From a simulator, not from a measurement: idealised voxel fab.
process module | voxel wiring stack
cross-section cut | 205 nm wide | cells 5 nm
A cross-section is a grid of square cells, given in bands from the top down. A band is one or more rows of cells.
Each band's line starts with the height of the band's top and of its bottom, in nm. Then come its materials from left to right, each with its width in nm. One material with "throughout" fills the band from edge to edge. "air" is empty space.
Height 0 is the level under which the wafer as received is all one material. The lowest band goes on downwards, as in "0 down".
A width such as "30 to 40" changes by the same amount from each row of cells to the next, from the band's top row to its bottom row.
"no change" after a step means that no cell of the cross-section changed.
closed voids: empty space of 8 cells or more with no open way to the top, each as width x height at its distance from the left edge, in nm
after a step's settings: what the simulator itself notes on the step
overlay nm, on a step with a mask: how far to the right of its planned place the mask lay; to the left if negative
plan
1 op RECEIVE | material Si
2 op CONFORMAL_DEP | material SiO2 | thk nm 10
3 op CONFORMAL_DEP | material SiN | thk nm 5
4 op DIRECTIONAL_DEP | material SiO2 | thk nm 20
5 op DIRECTIONAL_DEP | material aC | thk nm 15
6 op PATTERN | tone open | mask id METAL_1 | material resist | width nm 25 | pitch nm 50 | thk nm 35 | overlay nm 0
7 op DIRECTIONAL_ETCH | etch materials aC | depth nm 15
8 op STRIP | etch materials resist
9 op DIRECTIONAL_ETCH | etch materials SiO2 | depth nm 20
10 op DIRECTIONAL_ETCH | etch materials SiN | depth nm 5
11 op STRIP | etch materials aC
12 op CONFORMAL_DEP | material TiN | thk nm 5
13 op FILL_DEP | material W | thk nm 5
14 op CMP | height nm 35
15 op EPI | material Ru | thk nm 5
16 op FILL_DEP | material SiCN | thk nm 5
17 op DIRECTIONAL_DEP | material lowk | thk nm 35
18 op MASKED_ETCH | tone open | mask id METAL_2_HOLES | width nm 15 | pitch nm 50 | etch materials lowk | depth nm 35 | overlay nm 0
19 op MASKED_ETCH | tone open | mask id METAL_2 | width nm 25 | pitch nm 50 | etch materials lowk | depth nm 20 | overlay nm 0
20 op MASKED_ETCH | tone open | mask id METAL_2 | width nm 25 | pitch nm 50 | etch materials SiCN | depth nm 5 | overlay nm 0
21 op CONFORMAL_DEP | material TiN | thk nm 5
22 op FILL_DEP | material Cu | thk nm 10
23 op CMP | height nm 80
24 op CONFORMAL_DEP | material SiCN | thk nm 5
25 op DIRECTIONAL_DEP | material SiO2 | thk nm 30
26 op PATTERN | tone open | mask id METAL_3_HOLES | material resist | width nm 15 | pitch nm 50 | thk nm 15 | overlay nm 0
27 op DIRECTIONAL_ETCH | etch materials SiO2 | depth nm 30
28 op STRIP | etch materials resist
29 op DIRECTIONAL_DEP | material aC | thk nm 15
30 op PATTERN | tone open | mask id METAL_3 | material resist | width nm 25 | pitch nm 50 | thk nm 35 | overlay nm 0
31 op DIRECTIONAL_ETCH | etch materials aC | depth nm 15
32 op STRIP | etch materials resist
33 op DIRECTIONAL_ETCH | etch materials SiO2 | depth nm 20
34 op DIRECTIONAL_ETCH | etch materials SiCN | depth nm 5
35 op STRIP | etch materials aC
36 op CONFORMAL_DEP | material TiN | thk nm 5
37 op FILL_DEP | material Ru | thk nm 10
38 op CMP | height nm 115
39 op CONFORMAL_DEP | material SiCN | thk nm 5
as received, after step 1
  0 down: Si throughout
  closed voids: none
a wafer at the end: this start, this plan, one mistake
  120 to 115: SiCN throughout
  115 to 100: SiO2 40 | TiN 5 | Ru 15 | TiN 5 | SiO2 25 | TiN 5 | Ru 15 | TiN 5 | SiO2 25 | TiN 5 | Ru 15 | TiN 5 | SiO2 40
  100 to 95: SiO2 40 | TiN 5 | Ru 5 | TiN 15 | SiO2 25 | TiN 5 | Ru 5 | TiN 15 | SiO2 25 | TiN 5 | Ru 5 | TiN 15 | SiO2 40
  95 to 85: SiO2 40 | TiN 5 | Ru 5 | TiN 5 | SiO2 35 | TiN 5 | Ru 5 | TiN 5 | SiO2 35 | TiN 5 | Ru 5 | TiN 5 | SiO2 50
  85 to 80: SiCN 40 | TiN 15 | SiCN 35 | TiN 15 | SiCN 35 | TiN 15 | SiCN 50
  80 to 55: lowk 40 | TiN 5 | Cu 15 | TiN 5 | lowk 25 | TiN 5 | Cu 15 | TiN 5 | lowk 25 | TiN 5 | Cu 15 | TiN 5 | lowk 40
  55 to 45: lowk 40 | TiN 5 | Cu 5 | TiN 15 to 5 | lowk 25 to 35 | TiN 5 | Cu 5 | TiN 15 to 5 | lowk 25 to 35 | TiN 5 | Cu 5 | TiN 15 to 5 | lowk 40 to 50
  45 to 40: SiCN 40 | TiN 15 | SiCN 35 | TiN 15 | SiCN 35 | TiN 15 | SiCN 50
  40 to 35: SiCN 35 | Ru 35 | SiCN 15 | Ru 35 | SiCN 15 | Ru 35 | SiCN 35
  35 to 15: SiO2 40 | TiN 5 | W 15 | TiN 5 | SiO2 25 | TiN 5 | W 15 | TiN 5 | SiO2 25 | TiN 5 | W 15 | TiN 5 | SiO2 40
  15 to 10: SiN 40 | TiN 25 | SiN 25 | TiN 25 | SiN 25 | TiN 25 | SiN 40
  10 to 0: SiO2 throughout
  0 down: Si throughout
  closed voids: none
what went wrong: step 19 ran as: op MASKED_ETCH | tone open | mask id METAL_2 | width nm 25 | pitch nm 50 | etch materials lowk | depth nm 30 | overlay nm 0
